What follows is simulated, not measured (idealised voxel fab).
The document below concerns the process module designated voxel self aligned vias.
Cross-section cut: width 245 nm, square cells of 5 nm.
A cross-section is written here as square cells arranged in a grid, and it is given in bands from the top down, each band taking up one or more rows of cells.
Read a band's entry like this: the first values are the height of its top and the height of its bottom in nm, and what follows is the sequence of materials from left to right, each with its width in nm. Note that "empty" is empty space, and that a single material marked "edge to edge" reaches across the band from edge to edge.
Height reference: 0 = level under which incoming wafer is all one material. Lowest band: no bottom, runs on downward, e.g. "from 0 down".
You'd read "30 to 40" like this: the band's top row of cells is as wide as the first number, its bottom row is as wide as the second, and going down, every row changes width by the same amount as the row before did.
No cell of the cross-section changed in a step that is given as "left unchanged".
You'll see "Voids, fully enclosed" listing empty spaces that have no way open to the top, as long as they're 8 cells or more; the notation is width x height at distance, where the distance is from the left edge, and all of it is in nm.
What comes after the settings on a step's line is commentary from the simulator itself on that step.
overlay nm: on a step with a mask, how far right of its planned place the mask lay; negative means left.
The process steps that were planned are listed below
- 1: RECEIVE: material Si
- 2: CONFORMAL_DEP: material SiO2, thk nm 10
- 3: CONFORMAL_DEP: material SiCN, thk nm 5
- 4: DIRECTIONAL_DEP: material lowk, thk nm 30
- 5: MASKED_ETCH: tone open, mask id LINES, width nm 25, pitch nm 50, etch materials lowk, depth nm 30, overlay nm 0
- 6: CONFORMAL_DEP: material TiN, thk nm 5
- 7: FILL_DEP: material Ru, thk nm 5
- 8: CMP: height nm 45
- 9: SELECTIVE_ETCH: etch materials W Ru TiN, depth nm 5
- 10: FILL_DEP: material SiN, thk nm 10
- 11: CMP: height nm 45
- 12: DIRECTIONAL_DEP: material lowk, thk nm 20
- 13: DIRECTIONAL_DEP: material aC, thk nm 10
- 14: PATTERN: tone open, mask id VIAS, material resist, width nm 25, pitch nm 50, thk nm 25, overlay nm 0
- 15: DIRECTIONAL_ETCH: etch materials aC, depth nm 10
- 16: STRIP: etch materials resist
- 17: DIRECTIONAL_ETCH: etch materials lowk, depth nm 20
- 18: DIRECTIONAL_ETCH: etch materials SiN, depth nm 5
- 19: STRIP: etch materials aC
- 20: CONFORMAL_DEP: material TiN, thk nm 5
- 21: FILL_DEP: material Ru, thk nm 10
- 22: CMP: height nm 65
- 23: CONFORMAL_DEP: material SiCN, thk nm 5
Be aware that, although all wafers share a common starting state, the width nm at step 14 differs among them, and the plan displays the first wafer's value.
Cross-section of the first of several received wafers, showing its state after step 1
from 0 down  Si edge to edge
Voids, fully enclosed: none
The following table contains a row per wafer, in which are reported, at the conclusion of the module, the cells of each material gained (+) or lost (-) since the wafer's receipt, with its closed voids given thereafter
width nm 25, +48 Ru, +98 SiCN, +98 SiO2, +52 TiN, +390 lowk, Voids, fully enclosed: none
width nm 30, +54 Ru, +98 SiCN, +98 SiO2, +54 TiN, +382 lowk, Voids, fully enclosed: none
width nm 35, +60 Ru, +98 SiCN, +98 SiO2, +56 TiN, +374 lowk, Voids, fully enclosed: none
